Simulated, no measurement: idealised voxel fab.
process module | voxel transistor to metal
cross-section cut | 215 nm wide | cells 5 nm
A cross-section is a grid of square cells, given in bands from the top down. A band is one or more rows of cells.
Each band's line starts with the height of the band's top and of its bottom, in nm. Then come its materials from left to right, each with its width in nm. One material with "throughout" fills the band from edge to edge. "air" is empty space.
Height 0 is the level under which the wafer as received is all one material. The lowest band goes on downwards, as in "0 down".
A width such as "30 to 40" changes by the same amount from each row of cells to the next, from the band's top row to its bottom row.
"no change" after a step means that no cell of the cross-section changed.
closed voids: empty space of 8 cells or more with no open way to the top, each as width x height at its distance from the left edge, in nm
after a step's settings: what the simulator itself notes on the step
overlay nm, on a step with a mask: how far to the right of its planned place the mask lay; to the left if negative
plan
1 op RECEIVE | material Si
2 op CONFORMAL_DEP | material SiO2 | thk nm 5
3 op CONFORMAL_DEP | material SiN | thk nm 10
4 op PATTERN | tone cover | mask id ACTIVE | material resist | width nm 110 | thk nm 15 | overlay nm 0
5 op DIRECTIONAL_ETCH | etch materials SiN | depth nm 10
6 op DIRECTIONAL_ETCH | etch materials SiO2 | depth nm 5
7 op DIRECTIONAL_ETCH | etch materials Si | depth nm 20
8 op STRIP | etch materials resist
9 op OXIDIZE | depth nm 5
10 op FILL_DEP | material SiO2 | thk nm 15
11 op CMP | height nm 15
12 op SELECTIVE_ETCH | etch materials SiO2 | depth nm 5
13 op STRIP | etch materials SiN
14 op SELECTIVE_ETCH | etch materials SiO2 | depth nm 5
15 op OXIDIZE | depth nm 5
16 op DIRECTIONAL_DEP | material polySi | thk nm 30
17 op DIRECTIONAL_DEP | material SiCN | thk nm 10
18 op PATTERN | tone cover | mask id GATE | material resist | width nm 20 | thk nm 15 | overlay nm 0
19 op DIRECTIONAL_ETCH | etch materials SiCN | depth nm 20
20 op DIRECTIONAL_ETCH | etch materials polySi | depth nm 40
21 op STRIP | etch materials resist
22 op CONFORMAL_DEP | material SiN | thk nm 10
23 op DIRECTIONAL_ETCH | etch materials SiN | depth nm 10
24 op DIRECTIONAL_ETCH | etch materials SiO2 | depth nm 5
25 op DIRECTIONAL_ETCH | etch materials Si | depth nm 10
26 op EPI | material pSi | thk nm 10
27 op FILL_DEP | material SiO2 | thk nm 5
28 op CMP | height nm 40
29 op DIRECTIONAL_DEP | material SiO2 | thk nm 10
30 op PATTERN | tone open | mask id CONTACT | material resist | width nm 20 | pitch nm 80 | thk nm 20 | overlay nm 0
31 op DIRECTIONAL_ETCH | etch materials SiO2 | depth nm 55
32 op STRIP | etch materials resist
33 op CONFORMAL_DEP | material TiN | thk nm 5
34 op FILL_DEP | material Ru | thk nm 5
35 op CMP | height nm 50
36 op CONFORMAL_DEP | material SiCN | thk nm 5
37 op DIRECTIONAL_DEP | material lowk | thk nm 20
38 op PATTERN | tone open | mask id METAL_1 | material resist | width nm 20 | pitch nm 80 | thk nm 15 | overlay nm 0
39 op DIRECTIONAL_ETCH | etch materials lowk | depth nm 20
40 op DIRECTIONAL_ETCH | etch materials SiCN | depth nm 5
41 op STRIP | etch materials resist
42 op CONFORMAL_DEP | material TiN | thk nm 5
43 op FILL_DEP | material Cu | thk nm 10
44 op CMP | height nm 75
45 op CONFORMAL_DEP | material SiCN | thk nm 5
46 op DIRECTIONAL_DEP | material SiO2 | thk nm 35
47 op DIRECTIONAL_DEP | material aC | thk nm 15
48 op PATTERN | tone open | mask id METAL_2_HOLES | material resist | width nm 15 | pitch nm 80 | thk nm 35 | overlay nm 0
49 op DIRECTIONAL_ETCH | etch materials aC | depth nm 15
50 op STRIP | etch materials resist
51 op DIRECTIONAL_ETCH | etch materials SiO2 | depth nm 35
52 op STRIP | etch materials aC
53 op MASKED_ETCH | tone open | mask id METAL_2 | width nm 20 | pitch nm 80 | etch materials SiO2 | depth nm 20 | overlay nm 0
54 op MASKED_ETCH | tone open | mask id METAL_2 | width nm 20 | pitch nm 80 | etch materials SiCN | depth nm 5 | overlay nm 0
55 op CONFORMAL_DEP | material TiN | thk nm 5
56 op FILL_DEP | material Ru | thk nm 5
57 op CMP | height nm 115
58 op CONFORMAL_DEP | material SiCN | thk nm 5
as received, after step 1
  0 down: Si throughout
  closed voids: none
a wafer at the end: this start, this plan, one mistake
  120 to 115: SiCN throughout
  115 to 100: SiO2 55 | TiN 5 | Ru 10 | TiN 5 | SiO2 60 | TiN 5 | Ru 10 | TiN 5 | SiO2 60
  100 to 95: SiO2 55 | TiN 5 | Ru 5 | TiN 10 | SiO2 60 | TiN 5 | Ru 5 | TiN 10 | SiO2 60
  95 to 80: SiO2 55 | TiN 5 | Ru 5 | TiN 5 | SiO2 65 | TiN 5 | Ru 5 | TiN 5 | SiO2 65
  80 to 75: SiCN 55 | TiN 15 | SiCN 65 | TiN 15 | SiCN 65
  75 to 55: lowk 55 | TiN 5 | Cu 10 | TiN 5 | lowk 60 | TiN 5 | Cu 10 | TiN 5 | lowk 60
  55 to 50: SiCN 55 | TiN 20 | SiCN 60 | TiN 20 | SiCN 60
  50 to 40: SiO2 55 | TiN 5 | Ru 10 | TiN 5 | SiO2 60 | TiN 5 | Ru 10 | TiN 5 | SiO2 60
  40 to 35: SiO2 55 | TiN 5 | Ru 10 | TiN 5 | SiO2 10 | SiN 10 | SiCN 20 | SiN 10 | SiO2 10 | TiN 5 | Ru 10 | TiN 5 | SiO2 60
  35 to 5: SiO2 55 | TiN 5 | Ru 10 | TiN 5 | SiO2 10 | SiN 10 | polySi 20 | SiN 10 | SiO2 10 | TiN 5 | Ru 10 | TiN 5 | SiO2 60
  5 to 0: SiO2 45 | SiN 10 | TiN 5 | Ru 10 | TiN 5 | pSi 10 | SiN 10 | polySi 20 | SiN 10 | pSi 10 | TiN 5 | Ru 10 | TiN 5 | SiN 10 | SiO2 50
  0 to -5: SiO2 55 | TiN 20 | pSi 10 | SiO2 40 | pSi 10 | TiN 20 | SiO2 60
  -5 to -15: SiO2 55 | pSi 30 | Si 40 | pSi 30 | SiO2 60
  -15 to -25: SiO2 55 | Si 100 | SiO2 60
  -25 down: Si throughout
  closed voids: none
what went wrong: step 16 ran as: op DIRECTIONAL_DEP | material polySi | thk nm 35
